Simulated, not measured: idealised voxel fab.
Module name: voxel wiring stack (process module)
155 nm wide, 5 nm square cells: that's cross-section cut.
Cross-sections here: square-cell grids, written as top-down lists of bands, a band being one or more rows of cells. Top height, bottom height, nm. Materials left to right, width each, nm. Single material + "throughout" = fills band edge to edge. "empty" = empty. Note: height 0 marks the level under which the wafer is uniformly one material as received. Lowest band unbounded below, written "z 0 and below". The two numbers in a width such as "30->40" mark its ends across the band: the first belongs to the top row of cells, the second to the bottom row, and from each row to the next the width moves by the same amount. Where the words "nothing different" appear for a step, the cross-section shows no cell changed by that step; every cell remained as before. "Closed empty spaces" means: voids of 8 cells or more that are shut off from the top with no open way through. Written width x height at distance, distance from the left edge, in nm. On each step's line, the part that comes after the settings is the simulator's own comment on the step. What "overlay nm" on a step's line means: if the step has a mask, that mask lay this far to the right of its planned place, or, when the value is negative, to the left.
Intended process steps
1 RECEIVE | material Si
2 CONFORMAL_DEP | material SiO2 | thk nm 15
3 CONFORMAL_DEP | material SiN | thk nm 5
4 DIRECTIONAL_DEP | material SiO2 | thk nm 25
5 DIRECTIONAL_DEP | material aC | thk nm 10
6 PATTERN | tone open | mask id METAL_1 | material resist | width nm 25 | pitch nm 45 | thk nm 25 | overlay nm 0
7 DIRECTIONAL_ETCH | etch materials aC | depth nm 10
8 STRIP | etch materials resist
9 DIRECTIONAL_ETCH | etch materials SiO2 | depth nm 25
10 DIRECTIONAL_ETCH | etch materials SiN | depth nm 5
11 STRIP | etch materials aC
12 CONFORMAL_DEP | material TiN | thk nm 5
13 FILL_DEP | material Ru | thk nm 5
14 CMP | height nm 45
15 CONFORMAL_DEP | material SiCN | thk nm 5
16 DIRECTIONAL_DEP | material lowk | thk nm 25
17 DIRECTIONAL_DEP | material aC | thk nm 10
18 PATTERN | tone open | mask id METAL_2_HOLES | material resist | width nm 15 | pitch nm 45 | thk nm 30 | overlay nm 0
19 DIRECTIONAL_ETCH | etch materials aC | depth nm 10
20 STRIP | etch materials resist
21 DIRECTIONAL_ETCH | etch materials lowk | depth nm 25
22 STRIP | etch materials aC
23 MASKED_ETCH | tone open | mask id METAL_2 | width nm 25 | pitch nm 45 | etch materials lowk | depth nm 15 | overlay nm 0
24 MASKED_ETCH | tone open | mask id METAL_2 | width nm 25 | pitch nm 45 | etch materials SiCN | depth nm 5 | overlay nm 0
25 CONFORMAL_DEP | material TiN | thk nm 5
26 FILL_DEP | material Cu | thk nm 10
27 CMP | height nm 75
28 CONFORMAL_DEP | material SiCN | thk nm 5
29 DIRECTIONAL_DEP | material SiO2 | thk nm 35
30 PATTERN | tone open | mask id METAL_3_HOLES | material resist | width nm 15 | thk nm 20 | overlay nm 0
31 DIRECTIONAL_ETCH | etch materials SiO2 | depth nm 35
32 STRIP | etch materials resist
33 PATTERN | tone open | mask id METAL_3 | material resist | width nm 25 | pitch nm 45 | thk nm 15 | overlay nm 0
34 DIRECTIONAL_ETCH | etch materials SiO2 | depth nm 20
35 DIRECTIONAL_ETCH | etch materials SiCN | depth nm 5
36 STRIP | etch materials resist
37 CONFORMAL_DEP | material TiN | thk nm 5
38 FILL_DEP | material Cu | thk nm 5
39 CMP | height nm 115
40 CONFORMAL_DEP | material SiN | thk nm 5
Received-state cross-section, reflecting completion of step 1
  z 0 and below: Si throughout
  Closed empty spaces: none
Looking at the first of two wafers in cross-section at end of module - ran to plan
  z 120 to 115: SiN throughout
  z 115 to 100: SiO2: 40  TiN: 5  Cu: 15  TiN: 5  SiO2: 20  TiN: 5  Cu: 15  TiN: 5  SiO2: 45
  z 100 to 95: SiO2: 40  TiN: 5  Cu: 5  TiN: 15  SiO2: 20  TiN: 25  SiO2: 45
  z 95 to 80: SiO2: 40  TiN: 5  Cu: 5  TiN: 5  SiO2: 100
  z 80 to 75: SiCN: 40  TiN: 15  SiCN: 100
  z 75 to 65: lowk: 40  TiN: 5  Cu: 15  TiN: 5  lowk: 20  TiN: 5  Cu: 15  TiN: 5  lowk: 45
  z 65 to 60: lowk: 40  TiN: 5  Cu: 5  TiN: 15  lowk: 20  TiN: 5  Cu: 5  TiN: 15  lowk: 45
  z 60 to 50: lowk: 40  TiN: 5  Cu: 5  TiN: 5  lowk: 30  TiN: 5  Cu: 5  TiN: 5  lowk: 55
  z 50 to 45: SiCN: 40  TiN: 15  SiCN: 30  TiN: 15  SiCN: 55
  z 45 to 20: SiO2: 40  TiN: 5  Ru: 15  TiN: 5  SiO2: 20  TiN: 5  Ru: 15  TiN: 5  SiO2: 45
  z 20 to 15: SiN: 40  TiN: 25  SiN: 20  TiN: 25  SiN: 45
  z 15 to 0: SiO2 throughout
  z 0 and below: Si throughout
  Closed empty spaces: none
Wafer two, sectioned after the module: the first wafer's start, the first wafer's plan, and one mistake in how it was run
  z 120 to 115: SiN throughout
  z 115 to 100: SiO2: 40  TiN: 5  Cu: 15  TiN: 5  SiO2: 20  TiN: 5  Cu: 15  TiN: 5  SiO2: 45
  z 100 to 95: SiO2: 40  TiN: 5  Cu: 10  TiN: 10  SiO2: 20  TiN: 25  SiO2: 45
  z 95 to 80: SiO2: 40  TiN: 5  Cu: 10  TiN: 5  SiO2: 95
  z 80 to 75: SiCN: 40  TiN: 20  SiCN: 95
  z 75 to 65: lowk: 40  TiN: 5  Cu: 15  TiN: 5  lowk: 20  TiN: 5  Cu: 15  TiN: 5  lowk: 45
  z 65 to 60: lowk: 40  TiN: 5  Cu: 5  TiN: 15  lowk: 20  TiN: 5  Cu: 5  TiN: 15  lowk: 45
  z 60 to 50: lowk: 40  TiN: 5  Cu: 5  TiN: 5  lowk: 30  TiN: 5  Cu: 5  TiN: 5  lowk: 55
  z 50 to 45: SiCN: 40  TiN: 15  SiCN: 30  TiN: 15  SiCN: 55
  z 45 to 20: SiO2: 40  TiN: 5  Ru: 15  TiN: 5  SiO2: 20  TiN: 5  Ru: 15  TiN: 5  SiO2: 45
  z 20 to 15: SiN: 40  TiN: 25  SiN: 20  TiN: 25  SiN: 45
  z 15 to 0: SiO2 throughout
  z 0 and below: Si throughout
  Closed empty spaces: none
Finding, execution versus plan: step 30 ran as: PATTERN | tone open | mask id METAL_3_HOLES | material resist | width nm 20 | thk nm 20 | overlay nm 0
Counted in cells at the end, the second wafer holds more or fewer of these materials than the first: 4 more of Cu; 1 fewer of SiCN; 3 fewer of SiO2
